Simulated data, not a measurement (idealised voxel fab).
Process module heading - voxel ribs on slabs
The width of the displayed cross-section, cut, is 145 nm; its cells are square, with a size of 5 nm.
Think of the cross-section as a grid of square cells. We describe it in bands, top to bottom, and each band covers one or more rows of those cells. First you get the band's top height and its bottom height, in nm, and then the materials it's made of, left to right, with each width in nm. If you see a single material with "throughout", that one covers the band edge to edge. "air" is empty space. Convention: height 0 is the level below which the wafer, as received, is all one material. The lowest band does not terminate at the bottom but continues downward, represented as "from 0 down". The notation "30 to 40" denotes a width that varies across the rows of cells in the band, beginning at the first number in the top row, finishing at the second number in the bottom row, and changing by an identical amount from each row to the next. You'll sometimes find "everything unchanged" written for a step, and that's the way of saying that nowhere in the cross-section did a cell change during that step. Listed in "Fully sealed voids": every empty space of 8 or more cells without an open way to the top. Form: width x height at distance, the distance being from the left edge, all in nm. On a step's line, text after the settings is the simulator commenting on that step. For masked steps, "overlay nm" on the step line gives how far right of plan the mask actually lay; a minus sign means it lay to the left.
PLANNED PROCESS STEPS
1,RECEIVE | material Si
2,DIRECTIONAL_DEP | material SiO2 | thk nm 25
3,DIRECTIONAL_DEP | material polySi | thk nm 25
4,MASKED_ETCH | tone cover | mask id RIB | width nm 20 | etch materials polySi | depth nm 10 | overlay nm 0
5,MASKED_ETCH | tone cover | mask id SLAB | width nm 70 | etch materials polySi | depth nm 15 | overlay nm 0
6,FILL_DEP | material SiO2 | thk nm 20
7,CMP | height nm 65
8,DIRECTIONAL_DEP | material W | thk nm 10
9,DIRECTIONAL_DEP | material aC | thk nm 15
10,PATTERN | tone cover | mask id HEATER | material resist | width nm 30 | thk nm 30 | overlay nm 0
11,DIRECTIONAL_ETCH | etch materials aC | depth nm 15
12,STRIP | etch materials resist
13,DIRECTIONAL_ETCH | etch materials W | depth nm 10
14,STRIP | etch materials aC
15,CONFORMAL_DEP | material SiN | thk nm 10
SHOWN IN CROSS-SECTION IS THE WAFER AS RECEIVED, THAT IS, AS IT STANDS AFTER STEP 1
    from 0 down: Si throughout
    Fully sealed voids: none
CROSS-SECTIONAL RESULT AFTER MODULE COMPLETION. NOTE: STARTING CONDITION AND PLAN ARE UNCHANGED FROM ABOVE; ONE PROCESSING MISTAKE WAS MADE
    from 85 to 75: air=45 / SiN=50 / air=50
    from 75 to 65: SiN=55 / W=30 / SiN=60
    from 65 to 0: SiO2 throughout
    from 0 down: Si throughout
    Fully sealed voids: none
Deviation from plan: note that step 3 departed from the planned setting and was carried out as DIRECTIONAL_DEP | material SiO2 | thk nm 25
